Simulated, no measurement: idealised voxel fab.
The name of this process module is voxel fin reveal.
Square cells of 5 nm make up the cross-section cut, whose width is 230 nm.
Format of a cross-section: grid, square cells. Given as bands. Order: top down. Band: one or more rows of cells. In this notation a band is specified by the heights of its top and bottom, in that order and in nm, after which its materials appear from left to right, each paired with its width in nm. The word "throughout" attached to a single material means that material fills the band from edge to edge; the word "empty" stands for empty space. Heights from 0 (as-received wafer is one material below). Bottom band endless downward, as "from 0 down". A width given as "30->40" starts at the first number in the band's top row and ends at the second number in its bottom row, shifting by an equal amount at every step from row to row. The cross-section has no changed cell in any step marked "changes: none". Voids not open to the top, 8 cells minimum: see "Encapsulated voids". Written width x height at distance; distance is from the left edge; nm. The remark found on a step's line after its settings is issued by the simulator itself and pertains to that step. A step line may carry the setting "overlay nm", which, for steps involving a mask, states the distance by which the mask lay to the right of its intended position; negative values denote displacement to the left.

List of planned process steps:
1. RECEIVE [material Si]
2. CONFORMAL_DEP [material SiN] [thk nm 5]
3. DIRECTIONAL_DEP [material aC] [thk nm 10]
4. PATTERN [tone cover] [mask id FINS] [material resist] [width nm 15] [pitch nm 40] [thk nm 25] [overlay nm 0]
5. DIRECTIONAL_ETCH [etch materials aC] [depth nm 10]
6. STRIP [etch materials resist]
7. DIRECTIONAL_ETCH [etch materials SiN] [depth nm 5]
8. DIRECTIONAL_ETCH [etch materials Si] [depth nm 30]
9. STRIP [etch materials aC]
10. OXIDIZE [depth nm 5]
11. FILL_DEP [material SiO2] [thk nm 10]
12. CMP [height nm 5]
13. SELECTIVE_ETCH [etch materials SiO2] [depth nm 15]
14. STRIP [etch materials SiN]
15. CONFORMAL_DEP [material HfO2] [thk nm 5]

As-received wafer cross-section (after step 1):
> from 0 down = Si throughout
> Encapsulated voids: none

First wafer of two, sectioned at end of module; run went per plan:
> from 5 to 0 = 85 of empty, then 15 of HfO2, then 25 of empty, then 15 of HfO2, then 90 of empty
> from 0 to -5 = 85 of empty, then 5 of HfO2, then 5 of Si, then 5 of HfO2, then 25 of empty, then 5 of HfO2, then 5 of Si, then 5 of HfO2, then 90 of empty
> from -5 to -10 = 90 of HfO2, then 5 of Si, then 35 of HfO2, then 5 of Si, then 95 of HfO2
> from -10 to -35 = 90 of SiO2, then 5 of Si, then 35 of SiO2, then 5 of Si, then 95 of SiO2
> from -35 down = Si throughout
> Encapsulated voids: none

Cross-sectional image of the second wafer of the two following completion of the module. Starting state and process plan were the same as for the first wafer; one execution error occurred:
> from 10 to 5 = 80 of empty, then 25 of HfO2, then 15 of empty, then 25 of HfO2, then 85 of empty
> from 5 to 0 = 80 of empty, then 5 of HfO2, then 15 of SiN, then 5 of HfO2, then 15 of empty, then 5 of HfO2, then 15 of SiN, then 5 of HfO2, then 85 of empty
> from 0 to -5 = 80 of empty, then 10 of HfO2, then 5 of Si, then 10 of HfO2, then 15 of empty, then 10 of HfO2, then 5 of Si, then 10 of HfO2, then 85 of empty
> from -5 to -30 = 85 of empty, then 5 of HfO2, then 5 of Si, then 5 of HfO2, then 25 of empty, then 5 of HfO2, then 5 of Si, then 5 of HfO2, then 90 of empty
> from -30 to -35 = 90 of HfO2, then 5 of Si, then 35 of HfO2, then 5 of Si, then 95 of HfO2
> from -35 down = Si throughout
> Encapsulated voids: none
Here's what went sideways: step 14: run off-plan, actual operation and settings STRIP [etch materials SiO2]
The second wafer ends with more or fewer cells of some materials than the first, per final count: 32 more of HfO2; 6 more of SiN; 220 fewer of SiO2
